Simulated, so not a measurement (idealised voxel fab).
Process module, titled voxel ribs on slabs
Cross-section cut: width 285 nm, square cells of 5 nm.
Cross-section, as written here: a square-cell grid given band by band from the top down, where a band holds one or more rows of cells.
Look at the band entry: it leads with the top's height and the bottom's height in nm. Then it lists the materials left to right, with a width in nm for each. The word "edge to edge" on a single material says that material fills the band edge to edge. The word "air" is empty space.
Heights are expressed relative to 0, this being the level below which the as-received wafer comprises one material exclusively. The lowest band is unbounded in the downward direction and is denoted as in "0 down".
Width "30 to 40": first value at the band's top row of cells, second value at its bottom row, equal change from row to row.
"stayed the same" after a step means that no cell of the cross-section changed.
"Entrapped void list" enumerates empty spaces isolated from the top, with no open way to it, that contain at least 8 cells, giving each as width x height at distance from the left edge, all three in nm.
The remark found on a step's line after its settings is issued by the simulator itself and pertains to that step.
Each step line may optionally specify "overlay nm", which for a step with a mask gives the rightward distance between the mask's planned place and where it lay, a negative value indicating the leftward direction.
[Set out below are the planned steps of the process]
1. RECEIVE, material Si
2. DIRECTIONAL_DEP, material SiO2, thk nm 20
3. DIRECTIONAL_DEP, material polySi, thk nm 25
4. DIRECTIONAL_DEP, material aC, thk nm 15
5. PATTERN, tone cover, mask id RIB, material resist, width nm 20, thk nm 35, overlay nm 0
6. DIRECTIONAL_ETCH, etch materials aC, depth nm 15
7. STRIP, etch materials resist
8. DIRECTIONAL_ETCH, etch materials polySi, depth nm 20
9. STRIP, etch materials aC
10. MASKED_ETCH, tone cover, mask id SLAB, width nm 60, etch materials polySi, depth nm 5, overlay nm 0
11. FILL_DEP, material SiO2, thk nm 25
12. CMP, height nm 60
13. DIRECTIONAL_DEP, material W, thk nm 10
14. DIRECTIONAL_DEP, material aC, thk nm 15
15. PATTERN, tone cover, mask id HEATER, material resist, width nm 30, thk nm 35, overlay nm 0
16. DIRECTIONAL_ETCH, etch materials aC, depth nm 15
17. STRIP, etch materials resist
18. DIRECTIONAL_ETCH, etch materials W, depth nm 10
19. STRIP, etch materials aC
20. CONFORMAL_DEP, material SiO2, thk nm 10
[Incoming wafer in cross-section (state: after step 1)]
0 down: Si edge to edge
Entrapped void list: none
[Final wafer profile in cross-section after the module, from the same start and plan as above, with one mistake made during processing]
80 to 70: 115 nm air  50 nm SiO2  120 nm air
70 to 60: 125 nm SiO2  30 nm W  130 nm SiO2
60 to 50: 130 nm SiO2  20 nm polySi  135 nm SiO2
50 to 45: 110 nm SiO2  60 nm polySi  115 nm SiO2
45 to 20: polySi edge to edge
20 to 0: SiO2 edge to edge
0 down: Si edge to edge
Entrapped void list: none
Processing error: step 3 of the plan was carried out twice
